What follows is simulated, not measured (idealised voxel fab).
process module | voxel self aligned contacts
cross-section cut | 260 nm wide | cells 5 nm
A cross-section is a grid of square cells, given in bands from the top down. A band is one or more rows of cells.
Each band's line starts with the height of the band's top and of its bottom, in nm. Then come its materials from left to right, each with its width in nm. One material with "throughout" fills the band from edge to edge. "air" is empty space.
Height 0 is the level under which the wafer as received is all one material. The lowest band goes on downwards, as in "0 down".
A width such as "30 to 40" changes by the same amount from each row of cells to the next, from the band's top row to its bottom row.
"no change" after a step means that no cell of the cross-section changed.
closed voids: empty space of 8 cells or more with no open way to the top, each as width x height at its distance from the left edge, in nm
after a step's settings: what the simulator itself notes on the step
overlay nm, on a step with a mask: how far to the right of its planned place the mask lay; to the left if negative
plan
1 op RECEIVE | material Si
2 op CONFORMAL_DEP | material SiO2 | thk nm 5
3 op DIRECTIONAL_DEP | material polySi | thk nm 20
4 op DIRECTIONAL_DEP | material SiN | thk nm 20
5 op DIRECTIONAL_DEP | material aC | thk nm 10
6 op PATTERN | tone cover | mask id GATE | material resist | width nm 30 | pitch nm 70 | thk nm 25 | overlay nm 0
7 op DIRECTIONAL_ETCH | etch materials aC | depth nm 10
8 op STRIP | etch materials resist
9 op DIRECTIONAL_ETCH | etch materials SiN | depth nm 20
10 op DIRECTIONAL_ETCH | etch materials polySi | depth nm 20
11 op STRIP | etch materials aC
12 op CONFORMAL_DEP | material SiN | thk nm 10
13 op DIRECTIONAL_ETCH | etch materials SiN | depth nm 10
14 op FILL_DEP | material SiO2 | thk nm 20
15 op CMP | height nm 55
16 op MASKED_ETCH | tone open | mask id CONTACT | width nm 50 | pitch nm 70 | etch materials SiO2 | depth nm 55 | overlay nm 0
17 op CONFORMAL_DEP | material TiN | thk nm 5
18 op FILL_DEP | material W | thk nm 5
19 op CMP | height nm 55
20 op CONFORMAL_DEP | material SiN | thk nm 5
first wafer, as planned
as received, after step 1
  0 down: Si throughout
  closed voids: none
after step 2
  5 to 0: SiO2 throughout
  below 0: unchanged
after step 3
  25 to 5: polySi throughout
  below 5: unchanged
after step 4
  45 to 25: SiN throughout
  below 25: unchanged
after step 5
  55 to 45: aC throughout
  below 45: unchanged
after step 6
  80 to 55: air 45 | resist 30 | air 40 | resist 30 | air 40 | resist 30 | air 45
  below 55: unchanged
after step 7
  70 to 55: air 45 | resist 30 | air 40 | resist 30 | air 40 | resist 30 | air 45
  55 to 45: air 45 | aC 30 | air 40 | aC 30 | air 40 | aC 30 | air 45
  below 45: unchanged
after step 8
  55 to 45: air 45 | aC 30 | air 40 | aC 30 | air 40 | aC 30 | air 45
  below 45: unchanged
after step 9
  55 to 45: air 45 | aC 30 | air 40 | aC 30 | air 40 | aC 30 | air 45
  45 to 25: air 45 | SiN 30 | air 40 | SiN 30 | air 40 | SiN 30 | air 45
  below 25: unchanged
after step 10
  55 to 45: air 45 | aC 30 | air 40 | aC 30 | air 40 | aC 30 | air 45
  45 to 25: air 45 | SiN 30 | air 40 | SiN 30 | air 40 | SiN 30 | air 45
  25 to 5: air 45 | polySi 30 | air 40 | polySi 30 | air 40 | polySi 30 | air 45
  below 5: unchanged
after step 11
  45 to 25: air 45 | SiN 30 | air 40 | SiN 30 | air 40 | SiN 30 | air 45
  below 25: unchanged
after step 12
  55 to 25: air 35 | SiN 50 | air 20 | SiN 50 | air 20 | SiN 50 | air 35
  25 to 15: air 35 | SiN 10 | polySi 30 | SiN 10 | air 20 | SiN 10 | polySi 30 | SiN 10 | air 20 | SiN 10 | polySi 30 | SiN 10 | air 35
  15 to 5: SiN 45 | polySi 30 | SiN 40 | polySi 30 | SiN 40 | polySi 30 | SiN 45
  below 5: unchanged
after step 13
  45 to 25: air 35 | SiN 50 | air 20 | SiN 50 | air 20 | SiN 50 | air 35
  25 to 5: air 35 | SiN 10 | polySi 30 | SiN 10 | air 20 | SiN 10 | polySi 30 | SiN 10 | air 20 | SiN 10 | polySi 30 | SiN 10 | air 35
  below 5: unchanged
after step 14
  65 to 45: SiO2 throughout
  45 to 25: SiO2 35 | SiN 50 | SiO2 20 | SiN 50 | SiO2 20 | SiN 50 | SiO2 35
  25 to 5: SiO2 35 | SiN 10 | polySi 30 | SiN 10 | SiO2 20 | SiN 10 | polySi 30 | SiN 10 | SiO2 20 | SiN 10 | polySi 30 | SiN 10 | SiO2 35
  below 5: unchanged
after step 15
  55 to 45: SiO2 throughout
  below 45: unchanged
after step 16
  55 to 45: SiO2 70 | air 50 | SiO2 20 | air 50 | SiO2 70
  45 to 25: SiO2 35 | SiN 50 | air 20 | SiN 50 | air 20 | SiN 50 | SiO2 35
  25 to 5: SiO2 35 | SiN 10 | polySi 30 | SiN 10 | air 20 | SiN 10 | polySi 30 | SiN 10 | air 20 | SiN 10 | polySi 30 | SiN 10 | SiO2 35
  5 to 0: SiO2 85 | air 20 | SiO2 50 | air 20 | SiO2 85
  below 0: unchanged
after step 17
  60 to 55: TiN 75 | air 40 | TiN 30 | air 40 | TiN 75
  55 to 45: SiO2 70 | TiN 5 to 20 | air 40 to 10 | TiN 5 to 20 | SiO2 20 | TiN 5 to 20 | air 40 to 10 | TiN 5 to 20 | SiO2 70
  45 to 25: SiO2 35 | SiN 50 | TiN 5 | air 10 | TiN 5 | SiN 50 | TiN 5 | air 10 | TiN 5 | SiN 50 | SiO2 35
  25 to 5: SiO2 35 | SiN 10 | polySi 30 | SiN 10 | TiN 5 | air 10 | TiN 5 | SiN 10 | polySi 30 | SiN 10 | TiN 5 | air 10 | TiN 5 | SiN 10 | polySi 30 | SiN 10 | SiO2 35
  5 to 0: SiO2 85 | TiN 20 | SiO2 50 | TiN 20 | SiO2 85
  below 0: unchanged
after step 18
  65 to 60: W throughout
  60 to 55: TiN 75 | W 40 | TiN 30 | W 40 | TiN 75
  55 to 45: SiO2 70 | TiN 5 to 20 | W 40 to 10 | TiN 5 to 20 | SiO2 20 | TiN 5 to 20 | W 40 to 10 | TiN 5 to 20 | SiO2 70
  45 to 25: SiO2 35 | SiN 50 | TiN 5 | W 10 | TiN 5 | SiN 50 | TiN 5 | W 10 | TiN 5 | SiN 50 | SiO2 35
  25 to 5: SiO2 35 | SiN 10 | polySi 30 | SiN 10 | TiN 5 | W 10 | TiN 5 | SiN 10 | polySi 30 | SiN 10 | TiN 5 | W 10 | TiN 5 | SiN 10 | polySi 30 | SiN 10 | SiO2 35
  below 5: unchanged
after step 19
  55 to 45: SiO2 70 | TiN 5 to 20 | W 40 to 10 | TiN 5 to 20 | SiO2 20 | TiN 5 to 20 | W 40 to 10 | TiN 5 to 20 | SiO2 70
  below 45: unchanged
after step 20
  60 to 55: SiN throughout
  below 55: unchanged
second wafer: like start, like plan, one mistake. Through step 15 it matches the first wafer
when step 16 should have ended
  55 to 45: SiO2 60 | air 50 | SiO2 20 | air 50 | SiO2 80
  45 to 25: SiO2 35 | SiN 50 | air 20 | SiN 50 | air 20 | SiN 50 | SiO2 35
  25 to 5: SiO2 35 | SiN 10 | polySi 30 | SiN 10 | air 20 | SiN 10 | polySi 30 | SiN 10 | air 20 | SiN 10 | polySi 30 | SiN 10 | SiO2 35
  5 to 0: SiO2 85 | air 20 | SiO2 50 | air 20 | SiO2 85
  below 0: unchanged
when step 17 should have ended
  60 to 55: TiN 65 | air 40 | TiN 30 | air 40 | TiN 85
  55 to 45: SiO2 60 | TiN 5 to 30 | air 40 to 10 | TiN 5 to 10 | SiO2 20 | TiN 5 to 30 | air 40 to 10 | TiN 5 to 10 | SiO2 80
  45 to 25: SiO2 35 | SiN 50 | TiN 5 | air 10 | TiN 5 | SiN 50 | TiN 5 | air 10 | TiN 5 | SiN 50 | SiO2 35
  25 to 5: SiO2 35 | SiN 10 | polySi 30 | SiN 10 | TiN 5 | air 10 | TiN 5 | SiN 10 | polySi 30 | SiN 10 | TiN 5 | air 10 | TiN 5 | SiN 10 | polySi 30 | SiN 10 | SiO2 35
  5 to 0: SiO2 85 | TiN 20 | SiO2 50 | TiN 20 | SiO2 85
  below 0: unchanged
when step 18 should have ended
  65 to 60: W throughout
  60 to 55: TiN 65 | W 40 | TiN 30 | W 40 | TiN 85
  55 to 45: SiO2 60 | TiN 5 to 30 | W 40 to 10 | TiN 5 to 10 | SiO2 20 | TiN 5 to 30 | W 40 to 10 | TiN 5 to 10 | SiO2 80
  45 to 25: SiO2 35 | SiN 50 | TiN 5 | W 10 | TiN 5 | SiN 50 | TiN 5 | W 10 | TiN 5 | SiN 50 | SiO2 35
  25 to 5: SiO2 35 | SiN 10 | polySi 30 | SiN 10 | TiN 5 | W 10 | TiN 5 | SiN 10 | polySi 30 | SiN 10 | TiN 5 | W 10 | TiN 5 | SiN 10 | polySi 30 | SiN 10 | SiO2 35
  below 5: unchanged
when step 19 should have ended
  55 to 45: SiO2 60 | TiN 5 to 30 | W 40 to 10 | TiN 5 to 10 | SiO2 20 | TiN 5 to 30 | W 40 to 10 | TiN 5 to 10 | SiO2 80
  below 45: unchanged
when step 20 should have ended
  60 to 55: SiN throughout
  below 55: unchanged
what went wrong: step 16 ran as: op MASKED_ETCH | tone open | mask id CONTACT | width nm 50 | pitch nm 70 | etch materials SiO2 | depth nm 55 | overlay nm -10
at the end the second wafer has, in cells: as many of each material as the first, in other places
